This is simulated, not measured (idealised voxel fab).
Process module in this document: voxel capacitor over wiring
Section cut is 260 nm wide and gridded with 5 nm square cells.
Cross-section spec: square-cell grid; bands listed top down; each band is one or more rows.
Per band: top height and bottom height in nm, followed by the left-to-right materials and their widths in nm; "everywhere" marks a single material spanning edge to edge, "air" marks empty space.
Height datum 0, below which the as-received substrate wafer is one material. Lowest band open at the bottom, running downward: "from 0 down".
Graded width ("30 to 40"): value in top row of band = first number; value in bottom row = second number; row-to-row change constant.
Key: "nothing was modified" - step with no changed cell in the cross-section.
"Closed void entries" means: voids of 8 cells or more that are shut off from the top with no open way through. Written width x height at distance, distance from the left edge, in nm.
On a step's line, text after the settings is the simulator commenting on that step.
A step's line can hold "overlay nm"; with a mask on that step, the setting says how far right of the planned place the mask lay, while a negative setting says it lay to the left.

**Process steps foreseen in the plan**
- 1: RECEIVE: material Si
- 2: CONFORMAL_DEP: material SiO2, thk nm 15
- 3: CONFORMAL_DEP: material SiCN, thk nm 5
- 4: DIRECTIONAL_DEP: material lowk, thk nm 25
- 5: DIRECTIONAL_DEP: material aC, thk nm 10
- 6: PATTERN: tone open, mask id METAL_1, material resist, width nm 20, pitch nm 80, thk nm 30, overlay nm 0
- 7: DIRECTIONAL_ETCH: etch materials aC, depth nm 10
- 8: STRIP: etch materials resist
- 9: DIRECTIONAL_ETCH: etch materials lowk, depth nm 25
- 10: DIRECTIONAL_ETCH: etch materials SiCN, depth nm 5
- 11: STRIP: etch materials aC
- 12: CONFORMAL_DEP: material TiN, thk nm 5
- 13: FILL_DEP: material Ru, thk nm 5
- 14: CMP: height nm 45
- 15: EPI: material Ru, thk nm 5
- 16: FILL_DEP: material SiCN, thk nm 5
- 17: DIRECTIONAL_DEP: material SiO2, thk nm 20
- 18: MASKED_ETCH: tone open, mask id PLUG_1, width nm 15, etch materials SiO2, depth nm 20, overlay nm 0
- 19: MASKED_ETCH: tone open, mask id PLUG_1, width nm 15, etch materials SiCN, depth nm 5, overlay nm 0
- 20: CONFORMAL_DEP: material TiN, thk nm 5
- 21: FILL_DEP: material W, thk nm 10
- 22: CMP: height nm 75
- 23: DIRECTIONAL_DEP: material TiN, thk nm 5
- 24: DIRECTIONAL_DEP: material Al2O3, thk nm 5
- 25: DIRECTIONAL_DEP: material TiN, thk nm 10
- 26: PATTERN: tone cover, mask id UPPER_PLATE, material resist, width nm 65, thk nm 15, overlay nm 0
- 27: DIRECTIONAL_ETCH: etch materials TiN, depth nm 10
- 28: DIRECTIONAL_ETCH: etch materials Al2O3, depth nm 5
- 29: STRIP: etch materials resist
- 30: PATTERN: tone cover, mask id LOWER_PLATE, material resist, width nm 75, thk nm 15, overlay nm 0
- 31: DIRECTIONAL_ETCH: etch materials TiN, depth nm 5
- 32: STRIP: etch materials resist
- 33: FILL_DEP: material SiO2, thk nm 20
- 34: CMP: height nm 110
- 35: PATTERN: tone open, mask id PLUG_2, material resist, width nm 15, thk nm 15, overlay nm 0
- 36: DIRECTIONAL_ETCH: etch materials SiO2, depth nm 15
- 37: STRIP: etch materials resist
- 38: CONFORMAL_DEP: material TiN, thk nm 5
- 39: FILL_DEP: material Ru, thk nm 10
- 40: CMP: height nm 110
- 41: CONFORMAL_DEP: material SiCN, thk nm 5

**Account of the first of two wafers, which was processed as intended**

**As received (post step 1): cross-section**
  from 0 down: Si everywhere
  Closed void entries: none

**After step 2: wafer cross-section**
  from 15 to 0: SiO2 everywhere
  Everything under 0 stays put, no change at all.

**After step 3: wafer cross-section**
  from 20 to 15: SiCN everywhere
  Everything under 15 stays put, no change at all.

**After step 4: wafer cross-section**
  from 45 to 20: lowk everywhere
  Everything under 20 stays put, no change at all.

**After step 5: wafer cross-section**
  from 55 to 45: aC everywhere
  Everything under 45 stays put, no change at all.

**After step 6: wafer cross-section**
  from 85 to 55: resist=80  air=20  resist=60  air=20  resist=80
  Everything under 55 stays put, no change at all.

**After step 7: wafer cross-section**
  from 75 to 55: resist=80  air=20  resist=60  air=20  resist=80
  from 55 to 45: aC=80  air=20  aC=60  air=20  aC=80
  Everything under 45 stays put, no change at all.

**After step 8: wafer cross-section**
  from 55 to 45: aC=80  air=20  aC=60  air=20  aC=80
  Everything under 45 stays put, no change at all.

**After step 9: wafer cross-section**
  from 55 to 45: aC=80  air=20  aC=60  air=20  aC=80
  from 45 to 20: lowk=80  air=20  lowk=60  air=20  lowk=80
  Everything under 20 stays put, no change at all.

**After step 10: wafer cross-section**
  from 55 to 45: aC=80  air=20  aC=60  air=20  aC=80
  from 45 to 20: lowk=80  air=20  lowk=60  air=20  lowk=80
  from 20 to 15: SiCN=80  air=20  SiCN=60  air=20  SiCN=80
  Everything under 15 stays put, no change at all.

**After step 11: wafer cross-section**
  from 45 to 20: lowk=80  air=20  lowk=60  air=20  lowk=80
  Everything under 20 stays put, no change at all.

**After step 12: wafer cross-section**
  from 50 to 45: TiN=85  air=10  TiN=70  air=10  TiN=85
  from 45 to 20: lowk=80  TiN=5  air=10  TiN=5  lowk=60  TiN=5  air=10  TiN=5  lowk=80
  from 20 to 15: SiCN=80  TiN=20  SiCN=60  TiN=20  SiCN=80
  Everything under 15 stays put, no change at all.

**After step 13: wafer cross-section**
  from 55 to 50: Ru everywhere
  from 50 to 45: TiN=85  Ru=10  TiN=70  Ru=10  TiN=85
  from 45 to 20: lowk=80  TiN=5  Ru=10  TiN=5  lowk=60  TiN=5  Ru=10  TiN=5  lowk=80
  Everything under 20 stays put, no change at all.

**After step 14: wafer cross-section**
  from 45 to 20: lowk=80  TiN=5  Ru=10  TiN=5  lowk=60  TiN=5  Ru=10  TiN=5  lowk=80
  Everything under 20 stays put, no change at all.

**After step 15: wafer cross-section**
  from 50 to 45: air=75  Ru=30  air=50  Ru=30  air=75
  Everything under 45 stays put, no change at all.

**After step 16: wafer cross-section**
  from 55 to 50: SiCN everywhere
  from 50 to 45: SiCN=75  Ru=30  SiCN=50  Ru=30  SiCN=75
  Everything under 45 stays put, no change at all.

**After step 17: wafer cross-section**
  from 75 to 55: SiO2 everywhere
  Everything under 55 stays put, no change at all.

**After step 18: wafer cross-section**
  from 75 to 55: SiO2=85  air=15  SiO2=160
  Everything under 55 stays put, no change at all.

**After step 19: wafer cross-section**
  from 75 to 55: SiO2=85  air=15  SiO2=160
  from 55 to 50: SiCN=85  air=15  SiCN=160
  Everything under 50 stays put, no change at all.

**After step 20: wafer cross-section**
  from 80 to 75: TiN=90  air=5  TiN=165
  from 75 to 55: SiO2=85  TiN=5  air=5  TiN=5  SiO2=160
  from 55 to 50: SiCN=85  TiN=15  SiCN=160
  Everything under 50 stays put, no change at all.

**After step 21: wafer cross-section**
  from 90 to 80: W everywhere
  from 80 to 75: TiN=90  W=5  TiN=165
  from 75 to 55: SiO2=85  TiN=5  W=5  TiN=5  SiO2=160
  Everything under 55 stays put, no change at all.

**After step 22: wafer cross-section**
  from 75 to 55: SiO2=85  TiN=5  W=5  TiN=5  SiO2=160
  Everything under 55 stays put, no change at all.

**After step 23: wafer cross-section**
  from 80 to 75: TiN everywhere
  Everything under 75 stays put, no change at all.

**After step 24: wafer cross-section**
  from 85 to 80: Al2O3 everywhere
  Everything under 80 stays put, no change at all.

**After step 25: wafer cross-section**
  from 95 to 85: TiN everywhere
  Everything under 85 stays put, no change at all.

**After step 26: wafer cross-section**
  from 110 to 95: air=85  resist=65  air=110
  Everything under 95 stays put, no change at all.

**After step 27: wafer cross-section**
  from 110 to 95: air=85  resist=65  air=110
  from 95 to 85: air=85  TiN=65  air=110
  Everything under 85 stays put, no change at all.

**After step 28: wafer cross-section**
  from 110 to 95: air=85  resist=65  air=110
  from 95 to 85: air=85  TiN=65  air=110
  from 85 to 80: air=85  Al2O3=65  air=110
  Everything under 80 stays put, no change at all.

**After step 29: wafer cross-section**
  from 95 to 85: air=85  TiN=65  air=110
  Everything under 85 stays put, no change at all.

**After step 30: wafer cross-section**
  from 110 to 95: air=80  resist=75  air=105
  from 95 to 85: air=80  resist=5  TiN=65  resist=5  air=105
  from 85 to 80: air=80  resist=5  Al2O3=65  resist=5  air=105
  Everything under 80 stays put, no change at all.

**After step 31: wafer cross-section**
  from 110 to 95: air=80  resist=75  air=105
  from 95 to 85: air=80  resist=5  TiN=65  resist=5  air=105
  from 85 to 80: air=80  resist=5  Al2O3=65  resist=5  air=105
  from 80 to 75: air=80  TiN=75  air=105
  Everything under 75 stays put, no change at all.

**After step 32: wafer cross-section**
  from 95 to 85: air=85  TiN=65  air=110
  from 85 to 80: air=85  Al2O3=65  air=110
  Everything under 80 stays put, no change at all.

**After step 33: wafer cross-section**
  from 115 to 95: SiO2 everywhere
  from 95 to 85: SiO2=85  TiN=65  SiO2=110
  from 85 to 80: SiO2=85  Al2O3=65  SiO2=110
  from 80 to 75: SiO2=80  TiN=75  SiO2=105
  Everything under 75 stays put, no change at all.

**After step 34: wafer cross-section**
  from 110 to 95: SiO2 everywhere
  Everything under 95 stays put, no change at all.

**After step 35: wafer cross-section**
  from 125 to 110: resist=95  air=15  resist=150
  Everything under 110 stays put, no change at all.

**After step 36: wafer cross-section**
  from 125 to 110: resist=95  air=15  resist=150
  from 110 to 95: SiO2=95  air=15  SiO2=150
  Everything under 95 stays put, no change at all.

**After step 37: wafer cross-section**
  from 110 to 95: SiO2=95  air=15  SiO2=150
  Everything under 95 stays put, no change at all.

**After step 38: wafer cross-section**
  from 115 to 110: TiN=100  air=5  TiN=155
  from 110 to 100: SiO2=95  TiN=5  air=5  TiN=5  SiO2=150
  from 100 to 95: SiO2=95  TiN=15  SiO2=150
  Everything under 95 stays put, no change at all.

**After step 39: wafer cross-section**
  from 125 to 115: Ru everywhere
  from 115 to 110: TiN=100  Ru=5  TiN=155
  from 110 to 100: SiO2=95  TiN=5  Ru=5  TiN=5  SiO2=150
  Everything under 100 stays put, no change at all.

**After step 40: wafer cross-section**
  from 110 to 100: SiO2=95  TiN=5  Ru=5  TiN=5  SiO2=150
  Everything under 100 stays put, no change at all.

**After step 41: wafer cross-section**
  from 115 to 110: SiCN everywhere
  Everything under 110 stays put, no change at all.

**Here the second wafer is described. Its start and its plan were those of the first wafer. Its run contained one mistake. Up to and including step 2, it did exactly what the first wafer did**

**Second wafer at the planned finish of step 3, seen in cross-section**
  from 40 to 15: lowk everywhere
  Everything under 15 stays put, no change at all.

**Second wafer at the planned finish of step 4, seen in cross-section**
  from 45 to 40: SiCN everywhere
  Everything under 40 stays put, no change at all.

**Second wafer at the planned finish of step 5, seen in cross-section**
  from 55 to 45: aC everywhere
  Everything under 45 stays put, no change at all.

**Second wafer at the planned finish of step 6, seen in cross-section**
  from 85 to 55: resist=80  air=20  resist=60  air=20  resist=80
  Everything under 55 stays put, no change at all.

**Second wafer at the planned finish of step 7, seen in cross-section**
  from 75 to 55: resist=80  air=20  resist=60  air=20  resist=80
  from 55 to 45: aC=80  air=20  aC=60  air=20  aC=80
  Everything under 45 stays put, no change at all.

**Second wafer at the planned finish of step 8, seen in cross-section**
  from 55 to 45: aC=80  air=20  aC=60  air=20  aC=80
  Everything under 45 stays put, no change at all.

Second wafer at the planned finish of step 9, seen in cross-section: nothing was modified

**Second wafer at the planned finish of step 10, seen in cross-section**
  from 55 to 45: aC=80  air=20  aC=60  air=20  aC=80
  from 45 to 40: SiCN=80  air=20  SiCN=60  air=20  SiCN=80
  Everything under 40 stays put, no change at all.

**Second wafer at the planned finish of step 11, seen in cross-section**
  from 45 to 40: SiCN=80  air=20  SiCN=60  air=20  SiCN=80
  Everything under 40 stays put, no change at all.

**Second wafer at the planned finish of step 12, seen in cross-section**
  from 50 to 45: TiN=85  air=10  TiN=70  air=10  TiN=85
  from 45 to 40: SiCN=80  TiN=20  SiCN=60  TiN=20  SiCN=80
  Everything under 40 stays put, no change at all.

**Second wafer at the planned finish of step 13, seen in cross-section**
  from 55 to 50: Ru everywhere
  from 50 to 45: TiN=85  Ru=10  TiN=70  Ru=10  TiN=85
  Everything under 45 stays put, no change at all.

**Second wafer at the planned finish of step 14, seen in cross-section**
  from 45 to 40: SiCN=80  TiN=20  SiCN=60  TiN=20  SiCN=80
  Everything under 40 stays put, no change at all.

**Second wafer at the planned finish of step 15, seen in cross-section**
  from 50 to 45: air=75  Ru=30  air=50  Ru=30  air=75
  Everything under 45 stays put, no change at all.

**Second wafer at the planned finish of step 16, seen in cross-section**
  from 55 to 50: SiCN everywhere
  from 50 to 45: SiCN=75  Ru=30  SiCN=50  Ru=30  SiCN=75
  Everything under 45 stays put, no change at all.

**Second wafer at the planned finish of step 17, seen in cross-section**
  from 75 to 55: SiO2 everywhere
  Everything under 55 stays put, no change at all.

**Second wafer at the planned finish of step 18, seen in cross-section**
  from 75 to 55: SiO2=85  air=15  SiO2=160
  Everything under 55 stays put, no change at all.

**Second wafer at the planned finish of step 19, seen in cross-section**
  from 75 to 55: SiO2=85  air=15  SiO2=160
  from 55 to 50: SiCN=85  air=15  SiCN=160
  Everything under 50 stays put, no change at all.

**Second wafer at the planned finish of step 20, seen in cross-section**
  from 80 to 75: TiN=90  air=5  TiN=165
  from 75 to 55: SiO2=85  TiN=5  air=5  TiN=5  SiO2=160
  from 55 to 50: SiCN=85  TiN=15  SiCN=160
  Everything under 50 stays put, no change at all.

**Second wafer at the planned finish of step 21, seen in cross-section**
  from 90 to 80: W everywhere
  from 80 to 75: TiN=90  W=5  TiN=165
  from 75 to 55: SiO2=85  TiN=5  W=5  TiN=5  SiO2=160
  Everything under 55 stays put, no change at all.

**Second wafer at the planned finish of step 22, seen in cross-section**
  from 75 to 55: SiO2=85  TiN=5  W=5  TiN=5  SiO2=160
  Everything under 55 stays put, no change at all.

**Second wafer at the planned finish of step 23, seen in cross-section**
  from 80 to 75: TiN everywhere
  Everything under 75 stays put, no change at all.

**Second wafer at the planned finish of step 24, seen in cross-section**
  from 85 to 80: Al2O3 everywhere
  Everything under 80 stays put, no change at all.

**Second wafer at the planned finish of step 25, seen in cross-section**
  from 95 to 85: TiN everywhere
  Everything under 85 stays put, no change at all.

**Second wafer at the planned finish of step 26, seen in cross-section**
  from 110 to 95: air=85  resist=65  air=110
  Everything under 95 stays put, no change at all.

**Second wafer at the planned finish of step 27, seen in cross-section**
  from 110 to 95: air=85  resist=65  air=110
  from 95 to 85: air=85  TiN=65  air=110
  Everything under 85 stays put, no change at all.

**Second wafer at the planned finish of step 28, seen in cross-section**
  from 110 to 95: air=85  resist=65  air=110
  from 95 to 85: air=85  TiN=65  air=110
  from 85 to 80: air=85  Al2O3=65  air=110
  Everything under 80 stays put, no change at all.

**Second wafer at the planned finish of step 29, seen in cross-section**
  from 95 to 85: air=85  TiN=65  air=110
  Everything under 85 stays put, no change at all.

**Second wafer at the planned finish of step 30, seen in cross-section**
  from 110 to 95: air=80  resist=75  air=105
  from 95 to 85: air=80  resist=5  TiN=65  resist=5  air=105
  from 85 to 80: air=80  resist=5  Al2O3=65  resist=5  air=105
  Everything under 80 stays put, no change at all.

**Second wafer at the planned finish of step 31, seen in cross-section**
  from 110 to 95: air=80  resist=75  air=105
  from 95 to 85: air=80  resist=5  TiN=65  resist=5  air=105
  from 85 to 80: air=80  resist=5  Al2O3=65  resist=5  air=105
  from 80 to 75: air=80  TiN=75  air=105
  Everything under 75 stays put, no change at all.

**Second wafer at the planned finish of step 32, seen in cross-section**
  from 95 to 85: air=85  TiN=65  air=110
  from 85 to 80: air=85  Al2O3=65  air=110
  Everything under 80 stays put, no change at all.

**Second wafer at the planned finish of step 33, seen in cross-section**
  from 115 to 95: SiO2 everywhere
  from 95 to 85: SiO2=85  TiN=65  SiO2=110
  from 85 to 80: SiO2=85  Al2O3=65  SiO2=110
  from 80 to 75: SiO2=80  TiN=75  SiO2=105
  Everything under 75 stays put, no change at all.

**Second wafer at the planned finish of step 34, seen in cross-section**
  from 110 to 95: SiO2 everywhere
  Everything under 95 stays put, no change at all.

**Second wafer at the planned finish of step 35, seen in cross-section**
  from 125 to 110: resist=95  air=15  resist=150
  Everything under 110 stays put, no change at all.

**Second wafer at the planned finish of step 36, seen in cross-section**
  from 125 to 110: resist=95  air=15  resist=150
  from 110 to 95: SiO2=95  air=15  SiO2=150
  Everything under 95 stays put, no change at all.

**Second wafer at the planned finish of step 37, seen in cross-section**
  from 110 to 95: SiO2=95  air=15  SiO2=150
  Everything under 95 stays put, no change at all.

**Second wafer at the planned finish of step 38, seen in cross-section**
  from 115 to 110: TiN=100  air=5  TiN=155
  from 110 to 100: SiO2=95  TiN=5  air=5  TiN=5  SiO2=150
  from 100 to 95: SiO2=95  TiN=15  SiO2=150
  Everything under 95 stays put, no change at all.

**Second wafer at the planned finish of step 39, seen in cross-section**
  from 125 to 115: Ru everywhere
  from 115 to 110: TiN=100  Ru=5  TiN=155
  from 110 to 100: SiO2=95  TiN=5  Ru=5  TiN=5  SiO2=150
  Everything under 100 stays put, no change at all.

**Second wafer at the planned finish of step 40, seen in cross-section**
  from 110 to 100: SiO2=95  TiN=5  Ru=5  TiN=5  SiO2=150
  Everything under 100 stays put, no change at all.

**Second wafer at the planned finish of step 41, seen in cross-section**
  from 115 to 110: SiCN everywhere
  Everything under 110 stays put, no change at all.
Against the plan, the run slipped here: steps 3 and 4 got flipped, so each one ran where the other should have
Bottom line after processing is that, in cells, the second wafer is up or down on some materials versus the first: Ru -20; TiN -20; lowk +40
